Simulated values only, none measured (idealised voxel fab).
Process module, titled voxel released beams
Pictured: cross-section cut, 200 nm wide, on a grid of 5 nm square cells.
Cross-section = grid of square cells, listed top down in bands; band = one or more rows.
Basically the band line says how high the top is and how high the bottom is, in nm, and then what's in it from left to right, every material with its width in nm. Empty space shows up as "empty", and if a single material carries "everywhere" it runs the full band edge to edge.
Measure heights from 0. That's the level where, below it, the as-received wafer is all one material. The lowest band is bottomless and extends downward; write it as in "0 down".
Top row gets the first number, bottom row gets the second, and each row in between changes by the same step: that is how a band width like "30 to 40" works.
Basically "all unchanged" means that step didn't change any cell in the cross-section.
"Entrapped void list" means: voids of 8 cells or more that are shut off from the top with no open way through. Written width x height at distance, distance from the left edge, in nm.
It should be noted that, on the line of a given step, the content following the step's settings is a remark produced by the simulator itself with respect to that step.
What "overlay nm" on a step's line means: if the step has a mask, that mask lay this far to the right of its planned place, or, when the value is negative, to the left.

[Below is the list of planned process steps]
step 1: RECEIVE: material Si
step 2: CONFORMAL_DEP: material SiN, thk nm 5
step 3: DIRECTIONAL_DEP: material SiO2, thk nm 20
step 4: MASKED_ETCH: tone open, mask id ANCHOR, width nm 35, etch materials SiO2, depth nm 20, overlay nm 0
step 5: CONFORMAL_DEP: material TiN, thk nm 15
step 6: DIRECTIONAL_DEP: material aC, thk nm 15
step 7: PATTERN: tone cover, mask id BEAM, material resist, width nm 90, thk nm 30, overlay nm 0
step 8: DIRECTIONAL_ETCH: etch materials aC, depth nm 15
step 9: STRIP: etch materials resist
step 10: DIRECTIONAL_ETCH: etch materials TiN, depth nm 15
step 11: STRIP: etch materials aC
step 12: STRIP: etch materials SiO2

[Cross-section, incoming material, after step 1]
    0 down  Si everywhere
    Entrapped void list: none

[The module was run from the start shown above using the plan shown above, but one mistake was made doing it; the resulting wafer cross-section is below]
    40 to 25  empty 50  TiN 90  empty 60
    25 to 20  SiN everywhere
    20 to 0  SiO2 everywhere
    0 down  Si everywhere
    Entrapped void list: none
What went wrong in running the wafer? order of steps 2 and 3 inverted relative to the plan
